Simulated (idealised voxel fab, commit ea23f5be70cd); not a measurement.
The process module presented herein is designated voxel self aligned vias.
Displayed cross-section: cut, width of 210 nm, square cells sized 5 nm.
Cross-section format: a grid of square cells, given as bands from top to bottom; each band is one or more rows of cells.
This entry defines a band. It first specifies the height of the band's top and the height of its bottom in nm, and then specifies the band's materials from left to right, stating each material with its width in nm. The word "all across" identifies a single material that fills the band from edge to edge, while the word "air" identifies empty space.
Height is counted from the level 0, under which the received wafer is composed throughout of one material. The lowest of the bands is not closed at the bottom but continues downward, in the notation "0 down".
Read "30 to 40" as a graded width: first number on top, second number at the bottom, same change between each pair of neighbouring rows.
When a step is marked "no change", none of the cells in the cross-section changed during that step.
Entry "Trapped void list" = empty spaces >= 8 cells with no open way to the top; each as width x height at distance, distance from left edge, all nm.
If you see something after the settings on a step's line, that's the simulator's own remark about that step.
"overlay nm", when on a step's line for a step with a mask, measures how far to the right of its planned place the mask lay; a negative measure means to the left.
[This section lists the process steps that were planned]
1: RECEIVE | material Si
2: CONFORMAL_DEP | material SiO2 | thk nm 10
3: CONFORMAL_DEP | material SiCN | thk nm 5
4: DIRECTIONAL_DEP | material lowk | thk nm 25
5: PATTERN | tone open | mask id LINES | material resist | width nm 25 | pitch nm 55 | thk nm 15 | overlay nm 0
6: DIRECTIONAL_ETCH | etch materials lowk | depth nm 25
7: STRIP | etch materials resist
8: CONFORMAL_DEP | material TiN | thk nm 5
9: FILL_DEP | material Ru | thk nm 5
10: CMP | height nm 40
11: SELECTIVE_ETCH | etch materials W Ru TiN | depth nm 10
12: FILL_DEP | material SiN | thk nm 5
13: CMP | height nm 40
14: DIRECTIONAL_DEP | material lowk | thk nm 20
15: MASKED_ETCH | tone open | mask id VIAS | width nm 35 | pitch nm 55 | etch materials lowk | depth nm 20 | overlay nm 0
16: MASKED_ETCH | tone open | mask id VIAS | width nm 35 | pitch nm 55 | etch materials SiN | depth nm 10 | overlay nm 0
17: CONFORMAL_DEP | material TiN | thk nm 5
18: FILL_DEP | material Ru | thk nm 5
19: CMP | height nm 50
20: CONFORMAL_DEP | material SiN | thk nm 5
For this document, wafers share an identical start and vary in the step 19 height nm; the plan quotes the first wafer's value.
[Cross-section of the first incoming wafer of several, state after step 1]
- 0 down  Si all across
- Trapped void list: none
[Quick key for the table: a row per wafer, taken at the end of the module. For each material it tells you how many cells the wafer gained (+) or lost (-) since it came in, and the closed voids come after]
height nm 50, +51 Ru, +42 SiCN, +42 SiN, +84 SiO2, +66 TiN, +177 lowk, Trapped void list: none
height nm 55, +66 Ru, +42 SiCN, +42 SiN, +84 SiO2, +72 TiN, +198 lowk, Trapped void list: none
height nm 60, +81 Ru, +42 SiCN, +42 SiN, +84 SiO2, +78 TiN, +219 lowk, Trapped void list: none
height nm 65, +96 Ru, +42 SiCN, +42 SiN, +84 SiO2, +105 TiN, +219 lowk, Trapped void list: none
height nm 70, +138 Ru, +42 SiCN, +42 SiN, +84 SiO2, +105 TiN, +219 lowk, Trapped void list: none
